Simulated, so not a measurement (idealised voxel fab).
Title: Process Module voxel tone inversion
The cross-section on display is named cut; it measures 250 nm wide, and its cells are 5 nm squares.
Just so we're on the same page, the cross-sections are grids of square cells, and they're listed out in bands top to bottom, each band one or more rows deep.
Top height, bottom height, nm. Materials left to right, width each, nm. Single material + "edge to edge" = fills band edge to edge. "blank" = empty.
All heights in this document are referenced to 0, defined as the level beneath which the wafer, as received, consists entirely of one material. The lowest band is not bounded below; it extends indefinitely downward and is written in the form "from 0 down".
You'd read "30..40" like this: the band's top row of cells is as wide as the first number, its bottom row is as wide as the second, and going down, every row changes width by the same amount as the row before did.
What does "nothing changed" mean for a step? It means no cell of the cross-section changed in that step.
Heads up: "Closed empty spaces" only lists the empty pockets with no open path to the top that are 8 cells or more, and it writes them as width x height at distance, distance from the left edge, in nm.
On a step's line, text after the settings is the simulator commenting on that step.
overlay nm: for a step with a mask, the amount by which the mask lay right of where it was planned; a negative amount means left of it.
### This section lists the process steps that were planned
1. RECEIVE,material Si
2. CONFORMAL_DEP,material SiN,thk nm 10
3. DIRECTIONAL_DEP,material polySi,thk nm 25
4. PATTERN,tone cover,mask id POSTS,material resist,width nm 15,pitch nm 45,thk nm 35,overlay nm 0
5. DIRECTIONAL_ETCH,etch materials polySi,depth nm 25
6. STRIP,etch materials resist
7. FILL_DEP,material SiO2,thk nm 10
8. CMP,height nm 35
9. STRIP,etch materials polySi
10. CONFORMAL_DEP,material TiN,thk nm 5
11. FILL_DEP,material Ru,thk nm 10
12. CMP,height nm 35
13. CONFORMAL_DEP,material SiN,thk nm 5
### Cross-section, incoming material, after step 1
    from 0 down: Si edge to edge
    Closed empty spaces: none
### Starting wafer: above. Plan: above. Run: one mistake. Cross-section after the module: below
    from 40 to 35: SiN edge to edge
    from 35 to 30: Ru edge to edge
    from 30 to 25: 75 TiN, then 5 Ru, then 40 TiN, then 5 Ru, then 40 TiN, then 5 Ru, then 80 TiN
    from 25 to 15: 70 SiO2, then 5 TiN, then 5 Ru, then 5 TiN, then 30 SiO2, then 5 TiN, then 5 Ru, then 5 TiN, then 30 SiO2, then 5 TiN, then 5 Ru, then 5 TiN, then 75 SiO2
    from 15 to 10: 70 SiO2, then 15 TiN, then 30 SiO2, then 15 TiN, then 30 SiO2, then 15 TiN, then 75 SiO2
    from 10 to 0: SiN edge to edge
    from 0 down: Si edge to edge
    Closed empty spaces: none
What was done differently from what was planned? step 8 off recipe, ran as CMP,height nm 25
